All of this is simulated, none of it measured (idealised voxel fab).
process module | voxel transistor to metal
cross-section cut | 210 nm wide | cells 5 nm
A cross-section is a grid of square cells, given in bands from the top down. A band is one or more rows of cells.
Each band's line starts with the height of the band's top and of its bottom, in nm. Then come its materials from left to right, each with its width in nm. One material with "throughout" fills the band from edge to edge. "air" is empty space.
Height 0 is the level under which the wafer as received is all one material. The lowest band goes on downwards, as in "0 down".
A width such as "30 to 40" changes by the same amount from each row of cells to the next, from the band's top row to its bottom row.
"no change" after a step means that no cell of the cross-section changed.
closed voids: empty space of 8 cells or more with no open way to the top, each as width x height at its distance from the left edge, in nm
after a step's settings: what the simulator itself notes on the step
overlay nm, on a step with a mask: how far to the right of its planned place the mask lay; to the left if negative
plan
1 op RECEIVE | material Si
2 op CONFORMAL_DEP | material SiO2 | thk nm 5
3 op CONFORMAL_DEP | material SiN | thk nm 15
4 op MASKED_ETCH | tone cover | mask id ACTIVE | width nm 100 | etch materials SiN | depth nm 15 | overlay nm 0
5 op MASKED_ETCH | tone cover | mask id ACTIVE | width nm 100 | etch materials SiO2 | depth nm 5 | overlay nm 0
6 op MASKED_ETCH | tone cover | mask id ACTIVE | width nm 100 | etch materials Si | depth nm 25 | overlay nm 0
7 op OXIDIZE | depth nm 5
8 op FILL_DEP | material SiO2 | thk nm 10
9 op CMP | height nm 20
10 op SELECTIVE_ETCH | etch materials SiO2 | depth nm 15
11 op STRIP | etch materials SiN
12 op SELECTIVE_ETCH | etch materials SiO2 | depth nm 5
13 op OXIDIZE | depth nm 5
14 op DIRECTIONAL_DEP | material polySi | thk nm 30
15 op DIRECTIONAL_DEP | material SiCN | thk nm 10
16 op MASKED_ETCH | tone cover | mask id GATE | width nm 20 | etch materials SiCN | depth nm 20 | overlay nm 0
17 op MASKED_ETCH | tone cover | mask id GATE | width nm 20 | etch materials polySi | depth nm 40 | overlay nm 0
18 op CONFORMAL_DEP | material SiO2 | thk nm 5
19 op DIRECTIONAL_ETCH | etch materials SiO2 | depth nm 5
20 op CONFORMAL_DEP | material SiN | thk nm 5
21 op DIRECTIONAL_ETCH | etch materials SiN | depth nm 5
22 op DIRECTIONAL_ETCH | etch materials SiO2 | depth nm 5
23 op DIRECTIONAL_ETCH | etch materials Si | depth nm 15
24 op EPI | material nSi | thk nm 20
25 op FILL_DEP | material SiO2 | thk nm 5
26 op CMP | height nm 40
27 op DIRECTIONAL_DEP | material SiO2 | thk nm 10
28 op DIRECTIONAL_DEP | material aC | thk nm 10
29 op PATTERN | tone open | mask id CONTACT | material resist | width nm 15 | pitch nm 75 | thk nm 25 | overlay nm 0
30 op DIRECTIONAL_ETCH | etch materials aC | depth nm 10
31 op STRIP | etch materials resist
32 op DIRECTIONAL_ETCH | etch materials SiO2 | depth nm 50
33 op STRIP | etch materials aC
34 op CONFORMAL_DEP | material TiN | thk nm 5
35 op FILL_DEP | material Ru | thk nm 5
36 op CMP | height nm 50
37 op CONFORMAL_DEP | material SiCN | thk nm 5
38 op DIRECTIONAL_DEP | material lowk | thk nm 20
39 op MASKED_ETCH | tone open | mask id METAL_1 | width nm 15 | pitch nm 75 | etch materials lowk | depth nm 20 | overlay nm 0
40 op MASKED_ETCH | tone open | mask id METAL_1 | width nm 15 | pitch nm 75 | etch materials SiCN | depth nm 5 | overlay nm 0
41 op CONFORMAL_DEP | material TiN | thk nm 5
42 op FILL_DEP | material Cu | thk nm 5
43 op CMP | height nm 75
44 op CONFORMAL_DEP | material SiCN | thk nm 5
as received, after step 1
  0 down: Si throughout
  closed voids: none
a wafer at the end: this start, this plan, one mistake
  80 to 75: SiCN throughout
  75 to 55: lowk 60 | TiN 5 | Cu 5 | TiN 5 | lowk 60 | TiN 5 | Cu 5 | TiN 5 | lowk 60
  55 to 50: SiCN 60 | TiN 15 | SiCN 60 | TiN 15 | SiCN 60
  50 to 40: SiO2 55 | TiN 5 | Ru 15 | TiN 5 | SiO2 50 | TiN 5 | Ru 15 | TiN 5 | SiO2 55
  40 to 30: SiO2 55 | TiN 5 | Ru 15 | TiN 5 | SiO2 5 | SiN 5 | SiO2 5 | SiCN 20 | SiO2 5 | SiN 5 | SiO2 5 | TiN 5 | Ru 15 | TiN 5 | SiO2 55
  30 to 20: SiO2 55 | TiN 5 | Ru 15 | TiN 5 | SiO2 5 | SiN 5 | SiO2 5 | polySi 20 | SiO2 5 | SiN 5 | SiO2 5 | TiN 5 | Ru 15 | TiN 5 | SiO2 55
  20 to 15: SiO2 55 | TiN 25 | SiO2 5 | SiN 5 | SiO2 5 | polySi 20 | SiO2 5 | SiN 5 | SiO2 5 | TiN 25 | SiO2 55
  15 to 0: SiO2 55 | TiN 10 | nSi 20 | SiN 5 | SiO2 5 | polySi 20 | SiO2 5 | SiN 5 | nSi 20 | TiN 10 | SiO2 55
  0 to -5: SiO2 55 | nSi 30 | SiO2 40 | nSi 30 | SiO2 55
  -5 to -20: SiO2 60 | nSi 25 | Si 40 | nSi 25 | SiO2 60
  -20 to -30: SiO2 60 | Si 90 | SiO2 60
  -30 down: Si throughout
  closed voids: none
what went wrong: step 29 ran as: op PATTERN | tone open | mask id CONTACT | material resist | width nm 25 | pitch nm 75 | thk nm 25 | overlay nm 0
